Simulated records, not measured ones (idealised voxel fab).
This is a process module. Its name is voxel air gaps.
For reference, the cross-section in this document is cut, with width 165 nm and square cells of 5 nm.
Notation: cross-section as square-cell grid; stated in bands, top first, going down; one or more cell rows per band.
Band: top height; bottom height; in nm. Then, left to right: material with width in nm, for each material. "full width": a single material spanning edge to edge. "blank": empty space.
Measure heights from 0. That's the level where, below it, the as-received wafer is all one material. The lowest band is bottomless and extends downward; write it as in "0..down".
Note: "30..40" means the width goes from the first number (top row of the band) to the second number (bottom row) in equal steps per row of cells.
A step reported as "nothing altered" is a step in which no cell of the cross-section changed.
Under "Listed closed voids" you'll find the enclosed gaps, the ones with no way out to the top, that are 8 cells or bigger; each reads width x height at distance, with distance counted from the left edge, everything in nm.
On each step's line, the part that comes after the settings is the simulator's own comment on the step.
You can add "overlay nm" to a step's line. For a step with a mask, it describes how far the mask lay to the right of its planned position, and a negative number describes a lay to the left.

The following list gives the planned process steps:
step 1: RECEIVE (material Si)
step 2: CONFORMAL_DEP (material SiO2; thk nm 10)
step 3: CONFORMAL_DEP (material SiN; thk nm 5)
step 4: DIRECTIONAL_DEP (material lowk; thk nm 25)
step 5: PATTERN (tone open; mask id LINES; material resist; width nm 15; pitch nm 45; thk nm 20; overlay nm 0)
step 6: DIRECTIONAL_ETCH (etch materials lowk; depth nm 35)
step 7: STRIP (etch materials resist)
step 8: CONFORMAL_DEP (material TiN; thk nm 5)
step 9: FILL_DEP (material Ru; thk nm 5)
step 10: CMP (height nm 50)
step 11: EPI (material Ru; thk nm 10)
step 12: SELECTIVE_ETCH (etch materials lowk; depth nm 45)
step 13: CONFORMAL_DEP (material SiCN; thk nm 5)
All wafers enter the flow in the same state. The thk nm at step 4 differs from wafer to wafer, and the plan gives the value for the first wafer.

Incoming state of the first of several wafers in cross-section: after step 1:
	0..down  Si full width
	Listed closed voids: none

The table below has one row for each wafer; a row shows, as of the end of the module, how many cells of each material the wafer has gained, marked (+), or lost, marked (-), since it was received, and then the wafer's closed voids:
thk nm 25, +114 Ru, +33 SiCN, +33 SiN, +66 SiO2, +63 TiN, +120 lowk, Listed closed voids: none
thk nm 30, +84 Ru, +33 SiCN, +33 SiN, +66 SiO2, +69 TiN, +144 lowk, Listed closed voids: none
thk nm 35, +60 Ru, +111 SiCN, +33 SiN, +66 SiO2, +45 TiN, Listed closed voids: 20 x 25 at 50; 20 x 25 at 95
